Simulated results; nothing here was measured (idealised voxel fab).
Module name: voxel spacer lines (process module)
Square cells of 5 nm make up the cross-section cut, whose width is 205 nm.
How to read a cross-section here: the picture is a grid of square cells, written as bands going from the top down, and any band can span one or more rows of cells.
Read a band's entry like this: the first values are the height of its top and the height of its bottom in nm, and what follows is the sequence of materials from left to right, each with its width in nm. Note that "blank" is empty space, and that a single material marked "throughout" reaches across the band from edge to edge.
Height reference: 0 = level under which incoming wafer is all one material. Lowest band: no bottom, runs on downward, e.g. "0 nm and below".
Width "30 to 40": first value at the band's top row of cells, second value at its bottom row, equal change from row to row.
Step note "no modification" = no cross-section cell changed.
So "Closed-off voids" is basically the list of trapped voids: any empty space of 8 cells or more that can't reach the top through an opening. They're written width x height at distance, the distance being from the left edge, and it's all nm.
Step line, after settings: the simulator's comment on this step.
Regarding "overlay nm": on a step with a mask, it is the distance the mask lay to the right of its planned place; a negative value places it to the left.

Process steps foreseen in the plan:
1 RECEIVE, material Si
2 CONFORMAL_DEP, material Al2O3, thk nm 10
3 DIRECTIONAL_DEP, material SiN, thk nm 20
4 DIRECTIONAL_DEP, material polySi, thk nm 20
5 PATTERN, tone cover, mask id MANDREL, material resist, width nm 20, pitch nm 70, thk nm 30, overlay nm 0
6 DIRECTIONAL_ETCH, etch materials polySi, depth nm 20
7 STRIP, etch materials resist
8 CONFORMAL_DEP, material SiO2, thk nm 15
9 DIRECTIONAL_ETCH, etch materials SiO2, depth nm 15
10 STRIP, etch materials polySi
11 DIRECTIONAL_ETCH, etch materials SiN, depth nm 20
12 STRIP, etch materials SiO2

Concerning the first of two wafers, which was run in accordance with the plan:

Wafer cross-section on receipt, i.e. after step 1:
	0 nm and below = Si throughout
	Closed-off voids: none

State of the wafer after step 2, shown in cross-section:
	10 nm to 0 nm = Al2O3 throughout
	Under the height 0 nothing was changed.

State of the wafer after step 3, shown in cross-section:
	30 nm to 10 nm = SiN throughout
	Under the height 10 nothing was changed.

State of the wafer after step 4, shown in cross-section:
	50 nm to 30 nm = polySi throughout
	Under the height 30 nothing was changed.

State of the wafer after step 5, shown in cross-section:
	80 nm to 50 nm = 20 nm blank | 20 nm resist | 50 nm blank | 20 nm resist | 50 nm blank | 20 nm resist | 25 nm blank
	Under the height 50 nothing was changed.

State of the wafer after step 6, shown in cross-section:
	80 nm to 50 nm = 20 nm blank | 20 nm resist | 50 nm blank | 20 nm resist | 50 nm blank | 20 nm resist | 25 nm blank
	50 nm to 30 nm = 20 nm blank | 20 nm polySi | 50 nm blank | 20 nm polySi | 50 nm blank | 20 nm polySi | 25 nm blank
	Under the height 30 nothing was changed.

State of the wafer after step 7, shown in cross-section:
	50 nm to 30 nm = 20 nm blank | 20 nm polySi | 50 nm blank | 20 nm polySi | 50 nm blank | 20 nm polySi | 25 nm blank
	Under the height 30 nothing was changed.

State of the wafer after step 8, shown in cross-section:
	65 nm to 50 nm = 5 nm blank | 50 nm SiO2 | 20 nm blank | 50 nm SiO2 | 20 nm blank | 50 nm SiO2 | 10 nm blank
	50 nm to 45 nm = 5 nm blank | 15 nm SiO2 | 20 nm polySi | 15 nm SiO2 | 20 nm blank | 15 nm SiO2 | 20 nm polySi | 15 nm SiO2 | 20 nm blank | 15 nm SiO2 | 20 nm polySi | 15 nm SiO2 | 10 nm blank
	45 nm to 30 nm = 20 nm SiO2 | 20 nm polySi | 50 nm SiO2 | 20 nm polySi | 50 nm SiO2 | 20 nm polySi | 25 nm SiO2
	Under the height 30 nothing was changed.

State of the wafer after step 9, shown in cross-section:
	50 nm to 30 nm = 5 nm blank | 15 nm SiO2 | 20 nm polySi | 15 nm SiO2 | 20 nm blank | 15 nm SiO2 | 20 nm polySi | 15 nm SiO2 | 20 nm blank | 15 nm SiO2 | 20 nm polySi | 15 nm SiO2 | 10 nm blank
	Under the height 30 nothing was changed.

State of the wafer after step 10, shown in cross-section:
	50 nm to 30 nm = 5 nm blank | 15 nm SiO2 | 20 nm blank | 15 nm SiO2 | 20 nm blank | 15 nm SiO2 | 20 nm blank | 15 nm SiO2 | 20 nm blank | 15 nm SiO2 | 20 nm blank | 15 nm SiO2 | 10 nm blank
	Under the height 30 nothing was changed.

State of the wafer after step 11, shown in cross-section:
	50 nm to 30 nm = 5 nm blank | 15 nm SiO2 | 20 nm blank | 15 nm SiO2 | 20 nm blank | 15 nm SiO2 | 20 nm blank | 15 nm SiO2 | 20 nm blank | 15 nm SiO2 | 20 nm blank | 15 nm SiO2 | 10 nm blank
	30 nm to 10 nm = 5 nm blank | 15 nm SiN | 20 nm blank | 15 nm SiN | 20 nm blank | 15 nm SiN | 20 nm blank | 15 nm SiN | 20 nm blank | 15 nm SiN | 20 nm blank | 15 nm SiN | 10 nm blank
	Under the height 10 nothing was changed.

State of the wafer after step 12, shown in cross-section:
	30 nm to 10 nm = 5 nm blank | 15 nm SiN | 20 nm blank | 15 nm SiN | 20 nm blank | 15 nm SiN | 20 nm blank | 15 nm SiN | 20 nm blank | 15 nm SiN | 20 nm blank | 15 nm SiN | 10 nm blank
	Under the height 10 nothing was changed.

Now the other wafer: same start, same recipe, but we messed up one thing when running it. Up to and including step 4 it's the same as the first one:

Cross-section of the second wafer when, according to plan, step 5 should have finished:
	80 nm to 50 nm = 20 nm resist | 20 nm blank | 50 nm resist | 20 nm blank | 50 nm resist | 20 nm blank | 25 nm resist
	Under the height 50 nothing was changed.

Cross-section of the second wafer when, according to plan, step 6 should have finished:
	80 nm to 50 nm = 20 nm resist | 20 nm blank | 50 nm resist | 20 nm blank | 50 nm resist | 20 nm blank | 25 nm resist
	50 nm to 30 nm = 20 nm polySi | 20 nm blank | 50 nm polySi | 20 nm blank | 50 nm polySi | 20 nm blank | 25 nm polySi
	Under the height 30 nothing was changed.

Cross-section of the second wafer when, according to plan, step 7 should have finished:
	50 nm to 30 nm = 20 nm polySi | 20 nm blank | 50 nm polySi | 20 nm blank | 50 nm polySi | 20 nm blank | 25 nm polySi
	Under the height 30 nothing was changed.

Cross-section of the second wafer when, according to plan, step 8 should have finished:
	65 nm to 50 nm = SiO2 throughout
	50 nm to 30 nm = 20 nm polySi | 20 nm SiO2 | 50 nm polySi | 20 nm SiO2 | 50 nm polySi | 20 nm SiO2 | 25 nm polySi
	Under the height 30 nothing was changed.

Cross-section of the second wafer when, according to plan, step 9 should have finished:
	50 nm to 30 nm = 20 nm polySi | 20 nm SiO2 | 50 nm polySi | 20 nm SiO2 | 50 nm polySi | 20 nm SiO2 | 25 nm polySi
	Under the height 30 nothing was changed.

Cross-section of the second wafer when, according to plan, step 10 should have finished:
	50 nm to 30 nm = 20 nm blank | 20 nm SiO2 | 50 nm blank | 20 nm SiO2 | 50 nm blank | 20 nm SiO2 | 25 nm blank
	Under the height 30 nothing was changed.

Cross-section of the second wafer when, according to plan, step 11 should have finished:
	50 nm to 30 nm = 20 nm blank | 20 nm SiO2 | 50 nm blank | 20 nm SiO2 | 50 nm blank | 20 nm SiO2 | 25 nm blank
	30 nm to 10 nm = 20 nm blank | 20 nm SiN | 50 nm blank | 20 nm SiN | 50 nm blank | 20 nm SiN | 25 nm blank
	Under the height 10 nothing was changed.

Cross-section of the second wafer when, according to plan, step 12 should have finished:
	30 nm to 10 nm = 20 nm blank | 20 nm SiN | 50 nm blank | 20 nm SiN | 50 nm blank | 20 nm SiN | 25 nm blank
	Under the height 10 nothing was changed.
So what did we get wrong on this run? step 5 was not run as planned; what actually ran was PATTERN, tone open, mask id MANDREL, material resist, width nm 20, pitch nm 70, thk nm 30, overlay nm 0
Count the cells at the end and the second wafer has more or fewer of some materials than the first: -24 SiN
